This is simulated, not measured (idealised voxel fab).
process module | voxel trench capacitor
cross-section cut | 200 nm wide | cells 5 nm
A cross-section is a grid of square cells, given in bands from the top down. A band is one or more rows of cells.
Each band's line starts with the height of the band's top and of its bottom, in nm. Then come its materials from left to right, each with its width in nm. One material with "throughout" fills the band from edge to edge. "air" is empty space.
Height 0 is the level under which the wafer as received is all one material. The lowest band goes on downwards, as in "0 down".
A width such as "30 to 40" changes by the same amount from each row of cells to the next, from the band's top row to its bottom row.
"no change" after a step means that no cell of the cross-section changed.
closed voids: empty space of 8 cells or more with no open way to the top, each as width x height at its distance from the left edge, in nm
after a step's settings: what the simulator itself notes on the step
overlay nm, on a step with a mask: how far to the right of its planned place the mask lay; to the left if negative
plan
1 op RECEIVE | material Si
2 op CONFORMAL_DEP | material SiN | thk nm 10
3 op DIRECTIONAL_DEP | material aC | thk nm 10
4 op PATTERN | tone open | mask id TRENCH | material resist | width nm 25 | pitch nm 45 | thk nm 30 | overlay nm -5
5 op DIRECTIONAL_ETCH | etch materials aC | depth nm 10
6 op STRIP | etch materials resist
7 op DIRECTIONAL_ETCH | etch materials SiN | depth nm 10
8 op DIRECTIONAL_ETCH | etch materials Si | depth nm 35
9 op STRIP | etch materials aC
10 op CONFORMAL_DEP | material SiO2 | thk nm 5
11 op FILL_DEP | material polySi | thk nm 10
12 op CMP | height nm 10
varied across the wafers: overlay nm of step 4. The plan shows the first wafer's value. All wafers start alike
first wafer as received, after step 1
  0 down: Si throughout
  closed voids: none
each wafer at the end: cells of each material gained (+) or lost (-) since it was received, then its closed voids
overlay nm -5 | -140 Si | +40 SiN | +84 SiO2 | +96 polySi | closed voids: none
overlay nm 0 | -140 Si | +40 SiN | +84 SiO2 | +96 polySi | closed voids: none
overlay nm 5 | -140 Si | +40 SiN | +84 SiO2 | +96 polySi | closed voids: none
